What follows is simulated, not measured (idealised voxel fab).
You're looking at the process module voxel ribs on slabs.
Shown is cross-section cut, with a width of 275 nm and square cells of size 5 nm.
Cross-section = grid of square cells, listed top down in bands; band = one or more rows. In this notation a band is specified by the heights of its top and bottom, in that order and in nm, after which its materials appear from left to right, each paired with its width in nm. The word "throughout" attached to a single material means that material fills the band from edge to edge; the word "air" stands for empty space. Height reference: 0 = level under which incoming wafer is all one material. Lowest band: no bottom, runs on downward, e.g. "from 0 down". The notation "30 to 40" denotes a width that varies across the rows of cells in the band, beginning at the first number in the top row, finishing at the second number in the bottom row, and changing by an identical amount from each row to the next. Step note "no change occurred" = no cross-section cell changed. "Voids, enclosed" enumerates empty spaces isolated from the top, with no open way to it, that contain at least 8 cells, giving each as width x height at distance from the left edge, all three in nm. It should be noted that, on the line of a given step, the content following the step's settings is a remark produced by the simulator itself with respect to that step. Among the settings permitted on a step's line is "overlay nm"; applied to a step with a mask, it specifies the extent to which the mask lay to the right of its planned position, whereas a negative figure signifies a position to the left.
**Planned process steps**
1,RECEIVE (material Si)
2,DIRECTIONAL_DEP (material SiO2; thk nm 25)
3,DIRECTIONAL_DEP (material SiN; thk nm 25)
4,PATTERN (tone cover; mask id RIB; material resist; width nm 25; thk nm 15; overlay nm 0)
5,DIRECTIONAL_ETCH (etch materials SiN; depth nm 20)
6,STRIP (etch materials resist)
7,MASKED_ETCH (tone cover; mask id SLAB; width nm 85; etch materials SiN; depth nm 5; overlay nm 0)
8,FILL_DEP (material SiO2; thk nm 25)
9,CMP (height nm 70)
10,DIRECTIONAL_DEP (material W; thk nm 5)
11,MASKED_ETCH (tone cover; mask id HEATER; width nm 35; etch materials W; depth nm 5; overlay nm 0)
12,CONFORMAL_DEP (material SiO2; thk nm 10)
**This is the cross-section of the wafer as we received it, i.e. after step 1**
> from 0 down = Si throughout
> Voids, enclosed: none
**First of two wafers: cross-section at end of module, run per plan**
> from 85 to 80 = air=110  SiO2=55  air=110
> from 80 to 75 = SiO2 throughout
> from 75 to 70 = SiO2=120  W=35  SiO2=120
> from 70 to 50 = SiO2 throughout
> from 50 to 30 = SiO2=125  SiN=25  SiO2=125
> from 30 to 25 = SiO2=95  SiN=85  SiO2=95
> from 25 to 0 = SiO2 throughout
> from 0 down = Si throughout
> Voids, enclosed: none
**End of module, second wafer, cross-section. Started like the first, planned like the first, run with one mistake**
> from 85 to 80 = air=115  SiO2=55  air=105
> from 80 to 75 = SiO2 throughout
> from 75 to 70 = SiO2=125  W=35  SiO2=115
> from 70 to 50 = SiO2 throughout
> from 50 to 30 = SiO2=125  SiN=25  SiO2=125
> from 30 to 25 = SiO2=95  SiN=85  SiO2=95
> from 25 to 0 = SiO2 throughout
> from 0 down = Si throughout
> Voids, enclosed: none
Processing error: note that step 11 departed from the planned setting and was carried out as MASKED_ETCH (tone cover; mask id HEATER; width nm 35; etch materials W; depth nm 5; overlay nm 5)
Final state: per-material cell counts identical on both wafers; locations differ.
